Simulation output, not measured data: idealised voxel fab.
Module name: voxel ribs on slabs (process module)
The cross-section shown here is cut; it is 270 nm wide and divided into square cells measuring 5 nm on a side.
Cross-section spec: square-cell grid; bands listed top down; each band is one or more rows. First you get the band's top height and its bottom height, in nm, and then the materials it's made of, left to right, with each width in nm. If you see a single material with "edge to edge", that one covers the band edge to edge. "blank" is empty space. Heads up on the height convention: 0 is the point under which the incoming wafer is all one material, and the lowest band has no bottom, it just keeps going down, like "from 0 down". The expression "30->40" gives the width at the extremes of the band, the first number at its top row of cells and the second at its bottom row, with the width changing by equal amounts from each row to the next in between. Key: "left unchanged" - step with no changed cell in the cross-section. The list in "Closed internal cavities" covers empty spaces of 8 cells or more that cannot reach the top through any open way, and it gives each as width x height at distance; the distance is from the left edge, and width, height and distance are in nm. Past the settings on a step's line: simulator remark, on that step. Regarding "overlay nm": on a step with a mask, it is the distance the mask lay to the right of its planned place; a negative value places it to the left.

This section lists the process steps that were planned
step 1: RECEIVE (material Si)
step 2: DIRECTIONAL_DEP (material SiO2; thk nm 30)
step 3: DIRECTIONAL_DEP (material SiN; thk nm 20)
step 4: PATTERN (tone cover; mask id RIB; material resist; width nm 25; thk nm 20; overlay nm 0)
step 5: DIRECTIONAL_ETCH (etch materials SiN; depth nm 15)
step 6: STRIP (etch materials resist)
step 7: PATTERN (tone cover; mask id SLAB; material resist; width nm 55; thk nm 20; overlay nm 0)
step 8: DIRECTIONAL_ETCH (etch materials SiN; depth nm 5)
step 9: STRIP (etch materials resist)
step 10: FILL_DEP (material SiO2; thk nm 15)
step 11: CMP (height nm 60)
step 12: DIRECTIONAL_DEP (material W; thk nm 10)
step 13: MASKED_ETCH (tone cover; mask id HEATER; width nm 35; etch materials W; depth nm 10; overlay nm 0)
step 14: CONFORMAL_DEP (material SiN; thk nm 5)

First wafer out of two, processed as planned

Cross-section, incoming material, after step 1
- from 0 down | Si edge to edge
- Closed internal cavities: none

Presented here is a cross-section of the wafer after step 2 has been performed
- from 30 to 0 | SiO2 edge to edge
- Below a height of 0, the structure has not been altered.

Presented here is a cross-section of the wafer after step 3 has been performed
- from 50 to 30 | SiN edge to edge
- Below a height of 30, the structure has not been altered.

Presented here is a cross-section of the wafer after step 4 has been performed
- from 70 to 50 | blank (120), then resist (25), then blank (125)
- Below a height of 50, the structure has not been altered.

Presented here is a cross-section of the wafer after step 5 has been performed
- from 70 to 50 | blank (120), then resist (25), then blank (125)
- from 50 to 35 | blank (120), then SiN (25), then blank (125)
- Below a height of 35, the structure has not been altered.

Presented here is a cross-section of the wafer after step 6 has been performed
- from 50 to 35 | blank (120), then SiN (25), then blank (125)
- Below a height of 35, the structure has not been altered.

Presented here is a cross-section of the wafer after step 7 has been performed
- from 70 to 50 | blank (105), then resist (55), then blank (110)
- from 50 to 35 | blank (105), then resist (15), then SiN (25), then resist (15), then blank (110)
- Below a height of 35, the structure has not been altered.

Presented here is a cross-section of the wafer after step 8 has been performed
- from 70 to 50 | blank (105), then resist (55), then blank (110)
- from 50 to 35 | blank (105), then resist (15), then SiN (25), then resist (15), then blank (110)
- from 35 to 30 | blank (105), then SiN (55), then blank (110)
- Below a height of 30, the structure has not been altered.

Presented here is a cross-section of the wafer after step 9 has been performed
- from 50 to 35 | blank (120), then SiN (25), then blank (125)
- Below a height of 35, the structure has not been altered.

Presented here is a cross-section of the wafer after step 10 has been performed
- from 65 to 50 | SiO2 edge to edge
- from 50 to 35 | SiO2 (120), then SiN (25), then SiO2 (125)
- from 35 to 30 | SiO2 (105), then SiN (55), then SiO2 (110)
- Below a height of 30, the structure has not been altered.

Presented here is a cross-section of the wafer after step 11 has been performed
- from 60 to 50 | SiO2 edge to edge
- Below a height of 50, the structure has not been altered.

Presented here is a cross-section of the wafer after step 12 has been performed
- from 70 to 60 | W edge to edge
- Below a height of 60, the structure has not been altered.

Presented here is a cross-section of the wafer after step 13 has been performed
- from 70 to 60 | blank (115), then W (35), then blank (120)
- Below a height of 60, the structure has not been altered.

Presented here is a cross-section of the wafer after step 14 has been performed
- from 75 to 70 | blank (110), then SiN (45), then blank (115)
- from 70 to 65 | blank (110), then SiN (5), then W (35), then SiN (5), then blank (115)
- from 65 to 60 | SiN (115), then W (35), then SiN (120)
- Below a height of 60, the structure has not been altered.

Notes, second wafer: start = first wafer's, plan = first wafer's, execution had one mistake; history identical to first through step 12

Here is the second wafer in cross-section at the point where step 13 of the plan should have been done
- from 70 to 60 | blank (120), then W (25), then blank (125)
- Below a height of 60, the structure has not been altered.

Here is the second wafer in cross-section at the point where step 14 of the plan should have been done
- from 75 to 70 | blank (115), then SiN (35), then blank (120)
- from 70 to 65 | blank (115), then SiN (5), then W (25), then SiN (5), then blank (120)
- from 65 to 60 | SiN (120), then W (25), then SiN (125)
- Below a height of 60, the structure has not been altered.
Heads up, the wafer didn't run the way we planned it: step 13 was not run as planned; what actually ran was MASKED_ETCH (tone cover; mask id HEATER; width nm 25; etch materials W; depth nm 10; overlay nm 0)
Counted in cells at the end, the second wafer holds more or fewer of these materials than the first: W -4
